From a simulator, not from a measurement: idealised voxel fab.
process module | voxel self aligned contacts
cross-section cut | 160 nm wide | cells 5 nm
A cross-section is a grid of square cells, given in bands from the top down. A band is one or more rows of cells.
Each band's line starts with the height of the band's top and of its bottom, in nm. Then come its materials from left to right, each with its width in nm. One material with "throughout" fills the band from edge to edge. "air" is empty space.
Height 0 is the level under which the wafer as received is all one material. The lowest band goes on downwards, as in "0 down".
A width such as "30 to 40" changes by the same amount from each row of cells to the next, from the band's top row to its bottom row.
"no change" after a step means that no cell of the cross-section changed.
closed voids: empty space of 8 cells or more with no open way to the top, each as width x height at its distance from the left edge, in nm
after a step's settings: what the simulator itself notes on the step
overlay nm, on a step with a mask: how far to the right of its planned place the mask lay; to the left if negative
plan
1 op RECEIVE | material Si
2 op CONFORMAL_DEP | material SiO2 | thk nm 5
3 op DIRECTIONAL_DEP | material polySi | thk nm 30
4 op DIRECTIONAL_DEP | material SiN | thk nm 20
5 op MASKED_ETCH | tone cover | mask id GATE | width nm 30 | pitch nm 60 | etch materials SiN | depth nm 20 | overlay nm 0
6 op MASKED_ETCH | tone cover | mask id GATE | width nm 30 | pitch nm 60 | etch materials polySi | depth nm 30 | overlay nm 0
7 op CONFORMAL_DEP | material SiN | thk nm 5
8 op DIRECTIONAL_ETCH | etch materials SiN | depth nm 5
9 op FILL_DEP | material SiO2 | thk nm 20
10 op CMP | height nm 65
11 op DIRECTIONAL_DEP | material aC | thk nm 10
12 op PATTERN | tone open | mask id CONTACT | material resist | width nm 40 | thk nm 25 | overlay nm 0
13 op DIRECTIONAL_ETCH | etch materials aC | depth nm 10
14 op STRIP | etch materials resist
15 op DIRECTIONAL_ETCH | etch materials SiO2 | depth nm 65
16 op STRIP | etch materials aC
17 op CONFORMAL_DEP | material TiN | thk nm 5
18 op FILL_DEP | material Ru | thk nm 5
19 op CMP | height nm 65
20 op CONFORMAL_DEP | material SiCN | thk nm 5
as received, after step 1
  0 down: Si throughout
  closed voids: none
a wafer at the end: this start, this plan, one mistake
  70 to 65: SiCN throughout
  65 to 55: SiO2 60 | TiN 5 | Ru 30 | TiN 5 | SiO2 60
  55 to 50: SiO2 60 | TiN 10 | Ru 20 | TiN 10 | SiO2 60
  50 to 35: SiO2 35 | SiN 30 | TiN 5 | Ru 20 | TiN 5 | SiN 30 | SiO2 35
  35 to 5: SiO2 35 | polySi 30 | TiN 5 | Ru 20 | TiN 5 | polySi 30 | SiO2 35
  5 to 0: SiO2 65 | TiN 30 | SiO2 65
  0 down: Si throughout
  closed voids: none
what went wrong: step 7 was left out
